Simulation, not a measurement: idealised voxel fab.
Module name: voxel released beams (process module)
Section cut is 300 nm wide and gridded with 5 nm square cells.
Heads up, the way a cross-section reads in here is a grid of square cells, handed over as bands from the top down, with every band being one or more rows of cells. Basically the band line says how high the top is and how high the bottom is, in nm, and then what's in it from left to right, every material with its width in nm. Empty space shows up as "empty", and if a single material carries "full width" it runs the full band edge to edge. Heads up on the height convention: 0 is the point under which the incoming wafer is all one material, and the lowest band has no bottom, it just keeps going down, like "z 0 and below". The width entry "30->40" should be interpreted row by row: the top row of cells in the band takes the first number, the bottom row takes the second number, and the change between adjacent rows is uniform throughout. When a step is marked "same as before", none of the cells in the cross-section changed during that step. Any empty space of 8 cells or more lacking an open way to the top shows up in "Closed void listing" as width x height at distance, distance from the left edge, in nm. Post-settings text on a step line: simulator's own remark regarding the step. Regarding "overlay nm": on a step with a mask, it is the distance the mask lay to the right of its planned place; a negative value places it to the left.
**Steps in the process plan**
| 1 | RECEIVE,material Si |
| 2 | CONFORMAL_DEP,material SiN,thk nm 5 |
| 3 | DIRECTIONAL_DEP,material SiO2,thk nm 10 |
| 4 | DIRECTIONAL_DEP,material aC,thk nm 10 |
| 5 | PATTERN,tone open,mask id ANCHOR,material resist,width nm 40,thk nm 25,overlay nm 0 |
| 6 | DIRECTIONAL_ETCH,etch materials aC,depth nm 10 |
| 7 | STRIP,etch materials resist |
| 8 | DIRECTIONAL_ETCH,etch materials SiO2,depth nm 10 |
| 9 | STRIP,etch materials aC |
| 10 | CONFORMAL_DEP,material W,thk nm 15 |
| 11 | DIRECTIONAL_DEP,material aC,thk nm 15 |
| 12 | PATTERN,tone cover,mask id BEAM,material resist,width nm 90,thk nm 30,overlay nm 0 |
| 13 | DIRECTIONAL_ETCH,etch materials aC,depth nm 15 |
| 14 | STRIP,etch materials resist |
| 15 | DIRECTIONAL_ETCH,etch materials W,depth nm 15 |
| 16 | STRIP,etch materials aC |
| 17 | STRIP,etch materials SiO2 |
**Cross-section of the wafer upon arrival, representing the state reached after step 1**
- z 0 and below: Si full width
- Closed void listing: none
**First wafer of two, sectioned at end of module; run went per plan**
- z 30 to 20: 100 nm empty, 20 nm W, 10 nm empty, 60 nm W, 110 nm empty
- z 20 to 15: 100 nm empty, 90 nm W, 110 nm empty
- z 15 to 5: 105 nm empty, 40 nm W, 155 nm empty
- z 5 to 0: SiN full width
- z 0 and below: Si full width
- Closed void listing: none
**second wafer at the end: like start, like plan, one mistake**
- z 45 to 30: 100 nm empty, 90 nm W, 110 nm empty
- z 30 to 15: W full width
- z 15 to 5: 105 nm SiO2, 40 nm W, 155 nm SiO2
- z 5 to 0: SiN full width
- z 0 and below: Si full width
- Closed void listing: none
Finding, execution versus plan: plan step 10 was conducted twice
End check, counted in cells, second wafer has more or fewer of these materials than the first: 104 more of SiO2 | 184 more of W
